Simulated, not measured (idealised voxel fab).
Herein follows the process module entitled voxel wiring stack.
We display cut, a cross-section 165 nm in width whose square cells are each 5 nm.
Square cells in a grid make up a cross-section in this document, and the grid is given as bands, listed from the top down, each one or more rows of cells.
Each band's line starts with the height of the band's top and of its bottom, in nm. Then come its materials from left to right, each with its width in nm. One material with "full width" fills the band from edge to edge. "blank" is empty space.
Height reference: 0 = level under which incoming wafer is all one material. Lowest band: no bottom, runs on downward, e.g. "0 down".
A two-number width, for instance "30->40", indicates that the width is equal to the first number in the top row of the band and to the second number in the bottom row, and that it changes by a constant amount per row of cells.
Step note "remains unaltered" = no cross-section cell changed.
You'll see "Cavities, closed" listing empty spaces that have no way open to the top, as long as they're 8 cells or more; the notation is width x height at distance, where the distance is from the left edge, and all of it is in nm.
Where a step's line continues beyond its settings, the continuation is a remark by the simulator itself on that step.
The optional step-line setting "overlay nm" applies to steps with a mask and quantifies how far to the right of its planned location the mask lay, a negative value indicating leftward placement.
-- Planned process steps
1 RECEIVE, material Si
2 CONFORMAL_DEP, material SiO2, thk nm 15
3 DIRECTIONAL_DEP, material TiN, thk nm 5
4 DIRECTIONAL_DEP, material Ru, thk nm 15
5 MASKED_ETCH, tone cover, mask id METAL_1, width nm 25, pitch nm 50, etch materials Ru, depth nm 15, overlay nm 0
6 MASKED_ETCH, tone cover, mask id METAL_1, width nm 25, pitch nm 50, etch materials TiN, depth nm 5, overlay nm 0
7 CONFORMAL_DEP, material SiCN, thk nm 5
8 FILL_DEP, material SiO2, thk nm 10
9 CMP, height nm 35
10 CONFORMAL_DEP, material SiCN, thk nm 5
11 DIRECTIONAL_DEP, material SiO2, thk nm 30
12 MASKED_ETCH, tone open, mask id METAL_2, width nm 25, pitch nm 50, etch materials SiO2, depth nm 15, overlay nm 0
13 MASKED_ETCH, tone open, mask id METAL_2_HOLES, width nm 15, etch materials SiO2, depth nm 15, overlay nm 0
14 MASKED_ETCH, tone open, mask id METAL_2_HOLES, width nm 15, etch materials SiCN, depth nm 5, overlay nm 0
15 CONFORMAL_DEP, material TiN, thk nm 5
16 FILL_DEP, material Cu, thk nm 5
17 CMP, height nm 70
18 CONFORMAL_DEP, material SiCN, thk nm 5
-- The first of the two wafers, which ran as planned
-- Wafer as received: cross-section following step 1
* 0 down | Si full width
* Cavities, closed: none
-- After step 2, in cross-section
* 15 to 0 | SiO2 full width
* Below 0 it's all the same as before, nothing changed down there.
-- After step 3, in cross-section
* 20 to 15 | TiN full width
* Below 15 it's all the same as before, nothing changed down there.
-- After step 4, in cross-section
* 35 to 20 | Ru full width
* Below 20 it's all the same as before, nothing changed down there.
-- After step 5, in cross-section
* 35 to 20 | blank 45, Ru 25, blank 25, Ru 25, blank 45
* Below 20 it's all the same as before, nothing changed down there.
-- After step 6, in cross-section
* 35 to 20 | blank 45, Ru 25, blank 25, Ru 25, blank 45
* 20 to 15 | blank 45, TiN 25, blank 25, TiN 25, blank 45
* Below 15 it's all the same as before, nothing changed down there.
-- After step 7, in cross-section
* 40 to 35 | blank 40, SiCN 35, blank 15, SiCN 35, blank 40
* 35 to 20 | blank 40, SiCN 5, Ru 25, SiCN 5, blank 15, SiCN 5, Ru 25, SiCN 5, blank 40
* 20 to 15 | SiCN 45, TiN 25, SiCN 25, TiN 25, SiCN 45
* Below 15 it's all the same as before, nothing changed down there.
-- After step 8, in cross-section
* 50 to 40 | SiO2 full width
* 40 to 35 | SiO2 40, SiCN 35, SiO2 15, SiCN 35, SiO2 40
* 35 to 20 | SiO2 40, SiCN 5, Ru 25, SiCN 5, SiO2 15, SiCN 5, Ru 25, SiCN 5, SiO2 40
* Below 20 it's all the same as before, nothing changed down there.
-- After step 9, in cross-section
* 35 to 20 | SiO2 40, SiCN 5, Ru 25, SiCN 5, SiO2 15, SiCN 5, Ru 25, SiCN 5, SiO2 40
* Below 20 it's all the same as before, nothing changed down there.
-- After step 10, in cross-section
* 40 to 35 | SiCN full width
* Below 35 it's all the same as before, nothing changed down there.
-- After step 11, in cross-section
* 70 to 40 | SiO2 full width
* Below 40 it's all the same as before, nothing changed down there.
-- After step 12, in cross-section
* 70 to 55 | SiO2 45, blank 25, SiO2 25, blank 25, SiO2 45
* Below 55 it's all the same as before, nothing changed down there.
-- After step 13, in cross-section
* 70 to 55 | SiO2 45, blank 25, SiO2 25, blank 25, SiO2 45
* 55 to 40 | SiO2 45, blank 15, SiO2 105
* Below 40 it's all the same as before, nothing changed down there.
-- After step 14, in cross-section
* 70 to 55 | SiO2 45, blank 25, SiO2 25, blank 25, SiO2 45
* 55 to 40 | SiO2 45, blank 15, SiO2 105
* 40 to 35 | SiCN 45, blank 15, SiCN 105
* Below 35 it's all the same as before, nothing changed down there.
-- After step 15, in cross-section
* 75 to 70 | TiN 50, blank 15, TiN 35, blank 15, TiN 50
* 70 to 60 | SiO2 45, TiN 5, blank 15, TiN 5, SiO2 25, TiN 5, blank 15, TiN 5, SiO2 45
* 60 to 55 | SiO2 45, TiN 5, blank 5, TiN 15, SiO2 25, TiN 25, SiO2 45
* 55 to 40 | SiO2 45, TiN 5, blank 5, TiN 5, SiO2 105
* 40 to 35 | SiCN 45, TiN 15, SiCN 105
* Below 35 it's all the same as before, nothing changed down there.
-- After step 16, in cross-section
* 80 to 75 | Cu full width
* 75 to 70 | TiN 50, Cu 15, TiN 35, Cu 15, TiN 50
* 70 to 60 | SiO2 45, TiN 5, Cu 15, TiN 5, SiO2 25, TiN 5, Cu 15, TiN 5, SiO2 45
* 60 to 55 | SiO2 45, TiN 5, Cu 5, TiN 15, SiO2 25, TiN 25, SiO2 45
* 55 to 40 | SiO2 45, TiN 5, Cu 5, TiN 5, SiO2 105
* Below 40 it's all the same as before, nothing changed down there.
-- After step 17, in cross-section
* 70 to 60 | SiO2 45, TiN 5, Cu 15, TiN 5, SiO2 25, TiN 5, Cu 15, TiN 5, SiO2 45
* Below 60 it's all the same as before, nothing changed down there.
-- After step 18, in cross-section
* 75 to 70 | SiCN full width
* Below 70 it's all the same as before, nothing changed down there.
-- The remaining wafer, second of the two, started like the first and was run to the same plan, except that one mistake was made along the way; the two coincide through step 4, inclusive
-- Second wafer, sectioned view, at step 5's planned end time
* 35 to 20 | Ru 45, blank 25, Ru 25, blank 25, Ru 45
* Below 20 it's all the same as before, nothing changed down there.
Second wafer, sectioned view, at step 6's planned end time: remains unaltered
-- Second wafer, sectioned view, at step 7's planned end time
* 40 to 35 | SiCN 50, blank 15, SiCN 35, blank 15, SiCN 50
* 35 to 25 | Ru 45, SiCN 5, blank 15, SiCN 5, Ru 25, SiCN 5, blank 15, SiCN 5, Ru 45
* 25 to 20 | Ru 45, SiCN 25, Ru 25, SiCN 25, Ru 45
* Below 20 it's all the same as before, nothing changed down there.
-- Second wafer, sectioned view, at step 8's planned end time
* 50 to 40 | SiO2 full width
* 40 to 35 | SiCN 50, SiO2 15, SiCN 35, SiO2 15, SiCN 50
* 35 to 25 | Ru 45, SiCN 5, SiO2 15, SiCN 5, Ru 25, SiCN 5, SiO2 15, SiCN 5, Ru 45
* Below 25 it's all the same as before, nothing changed down there.
-- Second wafer, sectioned view, at step 9's planned end time
* 35 to 25 | Ru 45, SiCN 5, SiO2 15, SiCN 5, Ru 25, SiCN 5, SiO2 15, SiCN 5, Ru 45
* Below 25 it's all the same as before, nothing changed down there.
-- Second wafer, sectioned view, at step 10's planned end time
* 40 to 35 | SiCN full width
* Below 35 it's all the same as before, nothing changed down there.
-- Second wafer, sectioned view, at step 11's planned end time
* 70 to 40 | SiO2 full width
* Below 40 it's all the same as before, nothing changed down there.
-- Second wafer, sectioned view, at step 12's planned end time
* 70 to 55 | SiO2 45, blank 25, SiO2 25, blank 25, SiO2 45
* Below 55 it's all the same as before, nothing changed down there.
-- Second wafer, sectioned view, at step 13's planned end time
* 70 to 55 | SiO2 45, blank 25, SiO2 25, blank 25, SiO2 45
* 55 to 40 | SiO2 45, blank 15, SiO2 105
* Below 40 it's all the same as before, nothing changed down there.
-- Second wafer, sectioned view, at step 14's planned end time
* 70 to 55 | SiO2 45, blank 25, SiO2 25, blank 25, SiO2 45
* 55 to 40 | SiO2 45, blank 15, SiO2 105
* 40 to 35 | SiCN 45, blank 15, SiCN 105
* Below 35 it's all the same as before, nothing changed down there.
-- Second wafer, sectioned view, at step 15's planned end time
* 75 to 70 | TiN 50, blank 15, TiN 35, blank 15, TiN 50
* 70 to 60 | SiO2 45, TiN 5, blank 15, TiN 5, SiO2 25, TiN 5, blank 15, TiN 5, SiO2 45
* 60 to 55 | SiO2 45, TiN 5, blank 5, TiN 15, SiO2 25, TiN 25, SiO2 45
* 55 to 40 | SiO2 45, TiN 5, blank 5, TiN 5, SiO2 105
* 40 to 35 | SiCN 45, TiN 15, SiCN 105
* Below 35 it's all the same as before, nothing changed down there.
-- Second wafer, sectioned view, at step 16's planned end time
* 80 to 75 | Cu full width
* 75 to 70 | TiN 50, Cu 15, TiN 35, Cu 15, TiN 50
* 70 to 60 | SiO2 45, TiN 5, Cu 15, TiN 5, SiO2 25, TiN 5, Cu 15, TiN 5, SiO2 45
* 60 to 55 | SiO2 45, TiN 5, Cu 5, TiN 15, SiO2 25, TiN 25, SiO2 45
* 55 to 40 | SiO2 45, TiN 5, Cu 5, TiN 5, SiO2 105
* Below 40 it's all the same as before, nothing changed down there.
-- Second wafer, sectioned view, at step 17's planned end time
* 70 to 60 | SiO2 45, TiN 5, Cu 15, TiN 5, SiO2 25, TiN 5, Cu 15, TiN 5, SiO2 45
* Below 60 it's all the same as before, nothing changed down there.
-- Second wafer, sectioned view, at step 18's planned end time
* 75 to 70 | SiCN full width
* Below 70 it's all the same as before, nothing changed down there.
The mistake made against the process plan was this: step 5, actual vs plan mismatch, actual run MASKED_ETCH, tone open, mask id METAL_1, width nm 25, pitch nm 50, etch materials Ru, depth nm 15, overlay nm 0
Final comparison by cell count, materials where the second wafer has more or fewer than the first: 39 more of Ru, 17 fewer of SiCN, 45 fewer of SiO2, 23 more of TiN
